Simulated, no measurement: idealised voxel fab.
process module | voxel released beams
cross-section cut | 145 nm wide | cells 5 nm
A cross-section is a grid of square cells, given in bands from the top down. A band is one or more rows of cells.
Each band's line starts with the height of the band's top and of its bottom, in nm. Then come its materials from left to right, each with its width in nm. One material with "throughout" fills the band from edge to edge. "air" is empty space.
Height 0 is the level under which the wafer as received is all one material. The lowest band goes on downwards, as in "0 down".
A width such as "30 to 40" changes by the same amount from each row of cells to the next, from the band's top row to its bottom row.
"no change" after a step means that no cell of the cross-section changed.
closed voids: empty space of 8 cells or more with no open way to the top, each as width x height at its distance from the left edge, in nm
after a step's settings: what the simulator itself notes on the step
overlay nm, on a step with a mask: how far to the right of its planned place the mask lay; to the left if negative
plan
1 op RECEIVE | material Si
2 op CONFORMAL_DEP | material Al2O3 | thk nm 5
3 op DIRECTIONAL_DEP | material SiO2 | thk nm 20
4 op DIRECTIONAL_DEP | material aC | thk nm 10
5 op PATTERN | tone open | mask id ANCHOR | material resist | width nm 25 | thk nm 30 | overlay nm -15
6 op DIRECTIONAL_ETCH | etch materials aC | depth nm 10
7 op STRIP | etch materials resist
8 op DIRECTIONAL_ETCH | etch materials SiO2 | depth nm 20
9 op STRIP | etch materials aC
10 op CONFORMAL_DEP | material polySi | thk nm 10
11 op DIRECTIONAL_DEP | material aC | thk nm 15
12 op PATTERN | tone cover | mask id BEAM | material resist | width nm 80 | thk nm 30 | overlay nm 0
13 op DIRECTIONAL_ETCH | etch materials aC | depth nm 15
14 op STRIP | etch materials resist
15 op DIRECTIONAL_ETCH | etch materials polySi | depth nm 10
16 op STRIP | etch materials aC
17 op STRIP | etch materials SiO2
varied across the wafers: overlay nm of step 5. The plan shows the first wafer's value. All wafers start alike
first wafer as received, after step 1
  0 down: Si throughout
  closed voids: none
each wafer at the end: cells of each material gained (+) or lost (-) since it was received, then its closed voids
overlay nm -15 | +29 Al2O3 | +48 polySi | closed voids: none
overlay nm -10 | +29 Al2O3 | +48 polySi | closed voids: none
overlay nm -5 | +29 Al2O3 | +48 polySi | closed voids: none
overlay nm 0 | +29 Al2O3 | +48 polySi | closed voids: none
overlay nm 5 | +29 Al2O3 | +48 polySi | closed voids: none
overlay nm 10 | +29 Al2O3 | +48 polySi | closed voids: none
overlay nm 15 | +29 Al2O3 | +48 polySi | closed voids: none
